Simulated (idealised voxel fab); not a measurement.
The following process module bears the name voxel tone inversion.
It is cross-section cut that appears here, measuring 155 nm in width, its square cells being 5 nm in size.
Cross-sections here: square-cell grids, written as top-down lists of bands, a band being one or more rows of cells. Quick guide to a band line: top height, bottom height (nm) up front; then every material left to right with its width in nm. Only one material and it's marked "everywhere"? Then it fills the band edge to edge. And "air" just means empty space. Counting heights begins at 0, where everything beneath is, in the wafer as received, one material. The lowest band has no bottom; it goes on downwards, as "0 down" shows. So if you see something like "30..40" for the width, read it as the top row of the band sitting at the first number and the bottom row at the second, with every row in between moving by the same amount as the last. "nothing altered" for a step: no cell of the cross-section changed in that step. For the entry "Trapped cavities", the listed items are empty spaces with no open way to the top whose size is 8 cells or more; each item follows the pattern width x height at distance, where distance is from the left edge and all three are in nm. Text after the settings on a step's line: the simulator's own remark on that step. A step line may carry the setting "overlay nm", which, for steps involving a mask, states the distance by which the mask lay to the right of its intended position; negative values denote displacement to the left.

THIS SECTION LISTS THE PROCESS STEPS THAT WERE PLANNED
1: RECEIVE with material Si
2: CONFORMAL_DEP with material SiCN, thk nm 10
3: DIRECTIONAL_DEP with material aC, thk nm 25
4: PATTERN with tone cover, mask id POSTS, material resist, width nm 20, pitch nm 40, thk nm 30, overlay nm 0
5: DIRECTIONAL_ETCH with etch materials aC, depth nm 25
6: STRIP with etch materials resist
7: FILL_DEP with material lowk, thk nm 5
8: CMP with height nm 35
9: STRIP with etch materials aC

ACCOUNT OF THE FIRST OF TWO WAFERS, WHICH WAS PROCESSED AS INTENDED

CROSS-SECTION OF THE WAFER AT RECEIPT, WHICH IS THE CONDITION AFTER STEP 1
> 0 down | Si everywhere
> Trapped cavities: none

CROSS-SECTION THROUGH THE WAFER, STEP 2 FINISHED
> 10 to 0 | SiCN everywhere
> Everything under 0 stays put, no change at all.

CROSS-SECTION THROUGH THE WAFER, STEP 3 FINISHED
> 35 to 10 | aC everywhere
> Everything under 10 stays put, no change at all.

CROSS-SECTION THROUGH THE WAFER, STEP 4 FINISHED
> 65 to 35 | air 25 nm; resist 20 nm; air 20 nm; resist 20 nm; air 20 nm; resist 20 nm; air 30 nm
> Everything under 35 stays put, no change at all.

CROSS-SECTION THROUGH THE WAFER, STEP 5 FINISHED
> 40 to 35 | air 25 nm; resist 20 nm; air 20 nm; resist 20 nm; air 20 nm; resist 20 nm; air 30 nm
> 35 to 10 | air 25 nm; aC 20 nm; air 20 nm; aC 20 nm; air 20 nm; aC 20 nm; air 30 nm
> Everything under 10 stays put, no change at all.

CROSS-SECTION THROUGH THE WAFER, STEP 6 FINISHED
> 35 to 10 | air 25 nm; aC 20 nm; air 20 nm; aC 20 nm; air 20 nm; aC 20 nm; air 30 nm
> Everything under 10 stays put, no change at all.

CROSS-SECTION THROUGH THE WAFER, STEP 7 FINISHED
> 40 to 35 | lowk everywhere
> 35 to 10 | lowk 25 nm; aC 20 nm; lowk 20 nm; aC 20 nm; lowk 20 nm; aC 20 nm; lowk 30 nm
> Everything under 10 stays put, no change at all.

CROSS-SECTION THROUGH THE WAFER, STEP 8 FINISHED
> 35 to 10 | lowk 25 nm; aC 20 nm; lowk 20 nm; aC 20 nm; lowk 20 nm; aC 20 nm; lowk 30 nm
> Everything under 10 stays put, no change at all.

CROSS-SECTION THROUGH THE WAFER, STEP 9 FINISHED
> 35 to 10 | lowk 25 nm; air 20 nm; lowk 20 nm; air 20 nm; lowk 20 nm; air 20 nm; lowk 30 nm
> Everything under 10 stays put, no change at all.

SECOND WAFER - SHARED START AND PLAN WITH THE FIRST - ONE ERROR IN RUNNING - SAME AS THE FIRST UP TO STEP 1 INCLUSIVE

THE SECOND WAFER CUT THROUGH, AT THE TIME STEP 2 WAS SUPPOSED TO BE FINISHED
> 25 to 0 | aC everywhere
> Everything under 0 stays put, no change at all.

THE SECOND WAFER CUT THROUGH, AT THE TIME STEP 3 WAS SUPPOSED TO BE FINISHED
> 35 to 25 | SiCN everywhere
> Everything under 25 stays put, no change at all.

THE SECOND WAFER CUT THROUGH, AT THE TIME STEP 4 WAS SUPPOSED TO BE FINISHED
> 65 to 35 | air 25 nm; resist 20 nm; air 20 nm; resist 20 nm; air 20 nm; resist 20 nm; air 30 nm
> Everything under 35 stays put, no change at all.

THE SECOND WAFER CUT THROUGH, AT THE TIME STEP 5 WAS SUPPOSED TO BE FINISHED
> 40 to 35 | air 25 nm; resist 20 nm; air 20 nm; resist 20 nm; air 20 nm; resist 20 nm; air 30 nm
> Everything under 35 stays put, no change at all.

THE SECOND WAFER CUT THROUGH, AT THE TIME STEP 6 WAS SUPPOSED TO BE FINISHED
> 35 to 25 | SiCN everywhere
> Everything under 25 stays put, no change at all.

THE SECOND WAFER CUT THROUGH, AT THE TIME STEP 7 WAS SUPPOSED TO BE FINISHED
> 40 to 35 | lowk everywhere
> Everything under 35 stays put, no change at all.

THE SECOND WAFER CUT THROUGH, AT THE TIME STEP 8 WAS SUPPOSED TO BE FINISHED
> 35 to 25 | SiCN everywhere
> Everything under 25 stays put, no change at all.

The second wafer cut through, at the time step 9 was supposed to be finished: nothing altered
Misprocessing identified: contrary to the plan, steps 2 and 3 were processed in exchanged order
Counted in cells at the end, the second wafer holds more or fewer of these materials than the first: aC +155, lowk -95
